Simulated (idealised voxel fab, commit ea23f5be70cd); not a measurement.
This is a process module. Its name is voxel lift off.
Displayed cross-section: cut, width of 220 nm, square cells sized 5 nm.
Heads up, the way a cross-section reads in here is a grid of square cells, handed over as bands from the top down, with every band being one or more rows of cells.
What a band's entry tells you: where the top is and where the bottom is, as heights in nm, and after that what lies inside, material by material from left to right, each with its width in nm. Empty space is written as the word "blank", and a single material marked with the word "edge to edge" occupies the band from edge to edge.
Height 0 is the level under which the wafer as received is all one material. The lowest band goes on downwards, as in "z 0 and below".
With a width like "30..40", each row of cells in the band differs from the next by the same amount, the top row carrying the first number and the bottom row the second.
For the purposes of this document, the phrase "nothing was modified" attached to a step denotes that no cell within the cross-section was modified by that step.
This entry, "Enclosed void catalog", enumerates those empty regions of no fewer than 8 cells that possess no open connection to the top. Each region is reported in the form width x height at distance, the distance being taken from the left edge, with all three quantities expressed in nm.
Post-settings text on a step line: simulator's own remark regarding the step.
Steps that use a mask can have "overlay nm" on their line. It says how far the mask sat to the right of where it was meant to be. Negative means to the left.
Every pair from here on: before one process step, after it. The after cross-section reaches only to the lowest band that changed. Below the pair: the step in between and its settings. Pairs can belong to different runs of this module on the same starting wafer; a pair carries on from the pair above only if the entry headed "Before step" says so.
BEFORE STEP
	z 0 and below | Si edge to edge
	Enclosed void catalog: none
SECTION AFTER PROCESSING
	z 15 to 0 | SiN edge to edge
	Everything below 0 is unchanged.
	Enclosed void catalog: none
Step between the pre-process and post-process cross-sections given above: CONFORMAL_DEP, material SiN, thk nm 15
Before step: we pick up right where the pair above leaves off, with its after cross-section.
SECTION AFTER PROCESSING
	z 35 to 15 | resist: 55  blank: 25  resist: 15  blank: 25  resist: 15  blank: 25  resist: 60
	Everything below 15 is unchanged.
	Enclosed void catalog: none
Step between the pre-process and post-process cross-sections given above: PATTERN, tone open, mask id LINES, material resist, width nm 25, pitch nm 40, thk nm 20, overlay nm 0
Before step: we pick up right where the pair above leaves off, with its after cross-section.
SECTION AFTER PROCESSING
	z 40 to 35 | Ru: 55  blank: 25  Ru: 15  blank: 25  Ru: 15  blank: 25  Ru: 60
	z 35 to 20 | resist: 55  blank: 25  resist: 15  blank: 25  resist: 15  blank: 25  resist: 60
	z 20 to 15 | resist: 55  Ru: 25  resist: 15  Ru: 25  resist: 15  Ru: 25  resist: 60
	Everything below 15 is unchanged.
	Enclosed void catalog: none
Step between the pre-process and post-process cross-sections given above: DIRECTIONAL_DEP, material Ru, thk nm 5
Before step: we pick up right where the pair above leaves off, with its after cross-section.
SECTION AFTER PROCESSING
	z 20 to 15 | blank: 55  Ru: 25  blank: 15  Ru: 25  blank: 15  Ru: 25  blank: 60
	Everything below 15 is unchanged.
	Enclosed void catalog: none
Step between the pre-process and post-process cross-sections given above: STRIP, etch materials resist
Before step: we pick up right where the pair above leaves off, with its after cross-section.
SECTION AFTER PROCESSING
	z 25 to 20 | blank: 50  SiN: 35  blank: 5  SiN: 35  blank: 5  SiN: 35  blank: 55
	z 20 to 15 | SiN: 55  Ru: 25  SiN: 15  Ru: 25  SiN: 15  Ru: 25  SiN: 60
	Everything below 15 is unchanged.
	Enclosed void catalog: none
Step between the pre-process and post-process cross-sections given above: CONFORMAL_DEP, material SiN, thk nm 5
BEFORE STEP
	z 15 to 0 | SiN edge to edge
	z 0 and below | Si edge to edge
	Enclosed void catalog: none
SECTION AFTER PROCESSING
	z 30 to 0 | SiN edge to edge
	Everything below 0 is unchanged.
	Enclosed void catalog: none
Step between the pre-process and post-process cross-sections given above: CONFORMAL_DEP, material SiN, thk nm 15
Before step: we pick up right where the pair above leaves off, with its after cross-section.
SECTION AFTER PROCESSING
	z 50 to 30 | resist: 55  blank: 25  resist: 15  blank: 25  resist: 15  blank: 25  resist: 60
	Everything below 30 is unchanged.
	Enclosed void catalog: none
Step between the pre-process and post-process cross-sections given above: PATTERN, tone open, mask id LINES, material resist, width nm 25, pitch nm 40, thk nm 20, overlay nm 0
Before step: we pick up right where the pair above leaves off, with its after cross-section.
SECTION AFTER PROCESSING
	z 55 to 50 | Ru: 55  blank: 25  Ru: 15  blank: 25  Ru: 15  blank: 25  Ru: 60
	z 50 to 35 | resist: 55  blank: 25  resist: 15  blank: 25  resist: 15  blank: 25  resist: 60
	z 35 to 30 | resist: 55  Ru: 25  resist: 15  Ru: 25  resist: 15  Ru: 25  resist: 60
	Everything below 30 is unchanged.
	Enclosed void catalog: none
Step between the pre-process and post-process cross-sections given above: DIRECTIONAL_DEP, material Ru, thk nm 5
Before step: we pick up right where the pair above leaves off, with its after cross-section.
SECTION AFTER PROCESSING
	z 35 to 30 | blank: 55  Ru: 25  blank: 15  Ru: 25  blank: 15  Ru: 25  blank: 60
	Everything below 30 is unchanged.
	Enclosed void catalog: none
Step between the pre-process and post-process cross-sections given above: STRIP, etch materials resist
Before step: we pick up right where the pair above leaves off, with its after cross-section.
SECTION AFTER PROCESSING
	z 40 to 35 | blank: 50  SiN: 35  blank: 5  SiN: 35  blank: 5  SiN: 35  blank: 55
	z 35 to 30 | SiN: 55  Ru: 25  SiN: 15  Ru: 25  SiN: 15  Ru: 25  SiN: 60
	Everything below 30 is unchanged.
	Enclosed void catalog: none
Step between the pre-process and post-process cross-sections given above: CONFORMAL_DEP, material SiN, thk nm 5
BEFORE STEP
	z 0 and below | Si edge to edge
	Enclosed void catalog: none
SECTION AFTER PROCESSING
	z 25 to 0 | SiN edge to edge
	Everything below 0 is unchanged.
	Enclosed void catalog: none
Step between the pre-process and post-process cross-sections given above: CONFORMAL_DEP, material SiN, thk nm 25
Before step: we pick up right where the pair above leaves off, with its after cross-section.
SECTION AFTER PROCESSING
	z 45 to 25 | resist: 55  blank: 25  resist: 15  blank: 25  resist: 15  blank: 25  resist: 60
	Everything below 25 is unchanged.
	Enclosed void catalog: none
Step between the pre-process and post-process cross-sections given above: PATTERN, tone open, mask id LINES, material resist, width nm 25, pitch nm 40, thk nm 20, overlay nm 0
Before step: we pick up right where the pair above leaves off, with its after cross-section.
SECTION AFTER PROCESSING
	z 50 to 45 | Ru: 55  blank: 25  Ru: 15  blank: 25  Ru: 15  blank: 25  Ru: 60
	z 45 to 30 | resist: 55  blank: 25  resist: 15  blank: 25  resist: 15  blank: 25  resist: 60
	z 30 to 25 | resist: 55  Ru: 25  resist: 15  Ru: 25  resist: 15  Ru: 25  resist: 60
	Everything below 25 is unchanged.
	Enclosed void catalog: none
Step between the pre-process and post-process cross-sections given above: DIRECTIONAL_DEP, material Ru, thk nm 5
Before step: we pick up right where the pair above leaves off, with its after cross-section.
SECTION AFTER PROCESSING
	z 30 to 25 | blank: 55  Ru: 25  blank: 15  Ru: 25  blank: 15  Ru: 25  blank: 60
	Everything below 25 is unchanged.
	Enclosed void catalog: none
Step between the pre-process and post-process cross-sections given above: STRIP, etch materials resist
Before step: we pick up right where the pair above leaves off, with its after cross-section.
SECTION AFTER PROCESSING
	z 35 to 30 | blank: 50  SiN: 35  blank: 5  SiN: 35  blank: 5  SiN: 35  blank: 55
	z 30 to 25 | SiN: 55  Ru: 25  SiN: 15  Ru: 25  SiN: 15  Ru: 25  SiN: 60
	Everything below 25 is unchanged.
	Enclosed void catalog: none
Step between the pre-process and post-process cross-sections given above: CONFORMAL_DEP, material SiN, thk nm 5
BEFORE STEP
	z 15 to 0 | SiN edge to edge
	z 0 and below | Si edge to edge
	Enclosed void catalog: none
SECTION AFTER PROCESSING
	z 35 to 15 | resist: 60  blank: 15  resist: 25  blank: 15  resist: 25  blank: 15  resist: 65
	Everything below 15 is unchanged.
	Enclosed void catalog: none
Step between the pre-process and post-process cross-sections given above: PATTERN, tone open, mask id LINES, material resist, width nm 15, pitch nm 40, thk nm 20, overlay nm 0
Before step: we pick up right where the pair above leaves off, with its after cross-section.
SECTION AFTER PROCESSING
	z 40 to 35 | Ru: 60  blank: 15  Ru: 25  blank: 15  Ru: 25  blank: 15  Ru: 65
	z 35 to 20 | resist: 60  blank: 15  resist: 25  blank: 15  resist: 25  blank: 15  resist: 65
	z 20 to 15 | resist: 60  Ru: 15  resist: 25  Ru: 15  resist: 25  Ru: 15  resist: 65
	Everything below 15 is unchanged.
	Enclosed void catalog: none
Step between the pre-process and post-process cross-sections given above: DIRECTIONAL_DEP, material Ru, thk nm 5
Before step: we pick up right where the pair above leaves off, with its after cross-section.
SECTION AFTER PROCESSING
	z 20 to 15 | blank: 60  Ru: 15  blank: 25  Ru: 15  blank: 25  Ru: 15  blank: 65
	Everything below 15 is unchanged.
	Enclosed void catalog: none
Step between the pre-process and post-process cross-sections given above: STRIP, etch materials resist
Before step: we pick up right where the pair above leaves off, with its after cross-section.
SECTION AFTER PROCESSING
	z 25 to 20 | blank: 55  SiN: 25  blank: 15  SiN: 25  blank: 15  SiN: 25  blank: 60
	z 20 to 15 | SiN: 60  Ru: 15  SiN: 25  Ru: 15  SiN: 25  Ru: 15  SiN: 65
	Everything below 15 is unchanged.
	Enclosed void catalog: none
Step between the pre-process and post-process cross-sections given above: CONFORMAL_DEP, material SiN, thk nm 5
BEFORE STEP
	z 15 to 0 | SiN edge to edge
	z 0 and below | Si edge to edge
	Enclosed void catalog: none
SECTION AFTER PROCESSING
	z 35 to 15 | resist: 65  blank: 25  resist: 15  blank: 25  resist: 15  blank: 25  resist: 50
	Everything below 15 is unchanged.
	Enclosed void catalog: none
Step between the pre-process and post-process cross-sections given above: PATTERN, tone open, mask id LINES, material resist, width nm 25, pitch nm 40, thk nm 20, overlay nm 10
Before step: we pick up right where the pair above leaves off, with its after cross-section.
SECTION AFTER PROCESSING
	z 40 to 35 | Ru: 65  blank: 25  Ru: 15  blank: 25  Ru: 15  blank: 25  Ru: 50
	z 35 to 20 | resist: 65  blank: 25  resist: 15  blank: 25  resist: 15  blank: 25  resist: 50
	z 20 to 15 | resist: 65  Ru: 25  resist: 15  Ru: 25  resist: 15  Ru: 25  resist: 50
	Everything below 15 is unchanged.
	Enclosed void catalog: none
Step between the pre-process and post-process cross-sections given above: DIRECTIONAL_DEP, material Ru, thk nm 5
Before step: we pick up right where the pair above leaves off, with its after cross-section.
SECTION AFTER PROCESSING
	z 20 to 15 | blank: 65  Ru: 25  blank: 15  Ru: 25  blank: 15  Ru: 25  blank: 50
	Everything below 15 is unchanged.
	Enclosed void catalog: none
Step between the pre-process and post-process cross-sections given above: STRIP, etch materials resist
Before step: we pick up right where the pair above leaves off, with its after cross-section.
SECTION AFTER PROCESSING
	z 25 to 20 | blank: 60  SiN: 35  blank: 5  SiN: 35  blank: 5  SiN: 35  blank: 45
	z 20 to 15 | SiN: 65  Ru: 25  SiN: 15  Ru: 25  SiN: 15  Ru: 25  SiN: 50
	Everything below 15 is unchanged.
	Enclosed void catalog: none
Step between the pre-process and post-process cross-sections given above: CONFORMAL_DEP, material SiN, thk nm 5
BEFORE STEP
	z 0 and below | Si edge to edge
	Enclosed void catalog: none
SECTION AFTER PROCESSING
	z 15 to 0 | Ru edge to edge
	Everything below 0 is unchanged.
	Enclosed void catalog: none
Step between the pre-process and post-process cross-sections given above: CONFORMAL_DEP, material Ru, thk nm 15
Before step: we pick up right where the pair above leaves off, with its after cross-section.
SECTION AFTER PROCESSING
	z 35 to 15 | resist: 55  blank: 25  resist: 15  blank: 25  resist: 15  blank: 25  resist: 60
	Everything below 15 is unchanged.
	Enclosed void catalog: none
Step between the pre-process and post-process cross-sections given above: PATTERN, tone open, mask id LINES, material resist, width nm 25, pitch nm 40, thk nm 20, overlay nm 0
Before step: we pick up right where the pair above leaves off, with its after cross-section.
SECTION AFTER PROCESSING
	z 40 to 35 | Ru: 55  blank: 25  Ru: 15  blank: 25  Ru: 15  blank: 25  Ru: 60
	z 35 to 20 | resist: 55  blank: 25  resist: 15  blank: 25  resist: 15  blank: 25  resist: 60
	z 20 to 15 | resist: 55  Ru: 25  resist: 15  Ru: 25  resist: 15  Ru: 25  resist: 60
	Everything below 15 is unchanged.
	Enclosed void catalog: none
Step between the pre-process and post-process cross-sections given above: DIRECTIONAL_DEP, material Ru, thk nm 5
Before step: we pick up right where the pair above leaves off, with its after cross-section.
SECTION AFTER PROCESSING
	z 20 to 15 | blank: 55  Ru: 25  blank: 15  Ru: 25  blank: 15  Ru: 25  blank: 60
	Everything below 15 is unchanged.
	Enclosed void catalog: none
Step between the pre-process and post-process cross-sections given above: STRIP, etch materials resist
Before step: we pick up right where the pair above leaves off, with its after cross-section.
SECTION AFTER PROCESSING
	z 25 to 20 | blank: 50  SiN: 35  blank: 5  SiN: 35  blank: 5  SiN: 35  blank: 55
	z 20 to 15 | SiN: 55  Ru: 25  SiN: 15  Ru: 25  SiN: 15  Ru: 25  SiN: 60
	Everything below 15 is unchanged.
	Enclosed void catalog: none
Step between the pre-process and post-process cross-sections given above: CONFORMAL_DEP, material SiN, thk nm 5
BEFORE STEP
	z 15 to 0 | SiN edge to edge
	z 0 and below | Si edge to edge
	Enclosed void catalog: none
SECTION AFTER PROCESSING
	z 35 to 15 | blank: 55  resist: 25  blank: 15  resist: 25  blank: 15  resist: 25  blank: 60
	Everything below 15 is unchanged.
	Enclosed void catalog: none
Step between the pre-process and post-process cross-sections given above: PATTERN, tone cover, mask id LINES, material resist, width nm 25, pitch nm 40, thk nm 20, overlay nm 0
Before step: we pick up right where the pair above leaves off, with its after cross-section.
SECTION AFTER PROCESSING
	z 40 to 35 | blank: 55  Ru: 25  blank: 15  Ru: 25  blank: 15  Ru: 25  blank: 60
	z 35 to 20 | blank: 55  resist: 25  blank: 15  resist: 25  blank: 15  resist: 25  blank: 60
	z 20 to 15 | Ru: 55  resist: 25  Ru: 15  resist: 25  Ru: 15  resist: 25  Ru: 60
	Everything below 15 is unchanged.
	Enclosed void catalog: none
Step between the pre-process and post-process cross-sections given above: DIRECTIONAL_DEP, material Ru, thk nm 5
Before step: we pick up right where the pair above leaves off, with its after cross-section.
SECTION AFTER PROCESSING
	z 20 to 15 | Ru: 55  blank: 25  Ru: 15  blank: 25  Ru: 15  blank: 25  Ru: 60
	Everything below 15 is unchanged.
	Enclosed void catalog: none
Step between the pre-process and post-process cross-sections given above: STRIP, etch materials resist
Before step: we pick up right where the pair above leaves off, with its after cross-section.
SECTION AFTER PROCESSING
	z 25 to 20 | SiN: 60  blank: 15  SiN: 25  blank: 15  SiN: 25  blank: 15  SiN: 65
	z 20 to 15 | Ru: 55  SiN: 25  Ru: 15  SiN: 25  Ru: 15  SiN: 25  Ru: 60
	Everything below 15 is unchanged.
	Enclosed void catalog: none
Step between the pre-process and post-process cross-sections given above: CONFORMAL_DEP, material SiN, thk nm 5
